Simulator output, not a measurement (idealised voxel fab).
Name of the process module below: voxel released beams
Each square cell in cross-section cut measures 5 nm, and the section as a whole is 175 nm wide.
The cross-sections in this document take the form of a grid made of square cells. They are written out as bands, in order from top to bottom. Each band consists of one or more rows of cells.
Read a band's entry like this: the first values are the height of its top and the height of its bottom in nm, and what follows is the sequence of materials from left to right, each with its width in nm. Note that "blank" is empty space, and that a single material marked "throughout" reaches across the band from edge to edge.
Height 0 is the level under which the wafer as received is all one material. The lowest band goes on downwards, as in "0 nm and below".
The expression "30 to 40" gives the width at the extremes of the band, the first number at its top row of cells and the second at its bottom row, with the width changing by equal amounts from each row to the next in between.
"nothing changed" -> step changed no cross-section cell.
"Encapsulated voids" - sealed voids, min. 8 cells, no opening to top; format: width x height at distance (distance from left edge; nm throughout).
Read whatever lies past the settings on a step's line as the simulator's own remark about the step.
If you see "overlay nm" on a step's line and that step has a mask, it's telling you how far right of where it was planned the mask ended up; a negative number means it went left instead.
### Steps planned for the process
1,RECEIVE [material Si]
2,CONFORMAL_DEP [material SiN] [thk nm 5]
3,DIRECTIONAL_DEP [material SiO2] [thk nm 15]
4,PATTERN [tone open] [mask id ANCHOR] [material resist] [width nm 25] [thk nm 15] [overlay nm 0]
5,DIRECTIONAL_ETCH [etch materials SiO2] [depth nm 15]
6,STRIP [etch materials resist]
7,CONFORMAL_DEP [material TiN] [thk nm 10]
8,DIRECTIONAL_DEP [material aC] [thk nm 15]
9,PATTERN [tone cover] [mask id BEAM] [material resist] [width nm 95] [thk nm 30] [overlay nm 0]
10,DIRECTIONAL_ETCH [etch materials aC] [depth nm 15]
11,STRIP [etch materials resist]
12,DIRECTIONAL_ETCH [etch materials TiN] [depth nm 10]
13,STRIP [etch materials aC]
14,STRIP [etch materials SiO2]
### Received-state cross-section, reflecting completion of step 1
* 0 nm and below = Si throughout
* Encapsulated voids: none
### The module was run from the start shown above using the plan shown above, but one mistake was made doing it; the resulting wafer cross-section is below
* 30 nm to 20 nm = 35 of blank | 15 of TiN | 5 of blank | 80 of TiN | 40 of blank
* 20 nm to 15 nm = 40 of blank | 10 of TiN | 5 of blank | 10 of TiN | 110 of blank
* 15 nm to 5 nm = 40 of blank | 25 of TiN | 110 of blank
* 5 nm to 0 nm = SiN throughout
* 0 nm and below = Si throughout
* Encapsulated voids: none
Where did the run depart from the plan? step 9 ran as: PATTERN [tone cover] [mask id BEAM] [material resist] [width nm 100] [thk nm 30] [overlay nm 0]
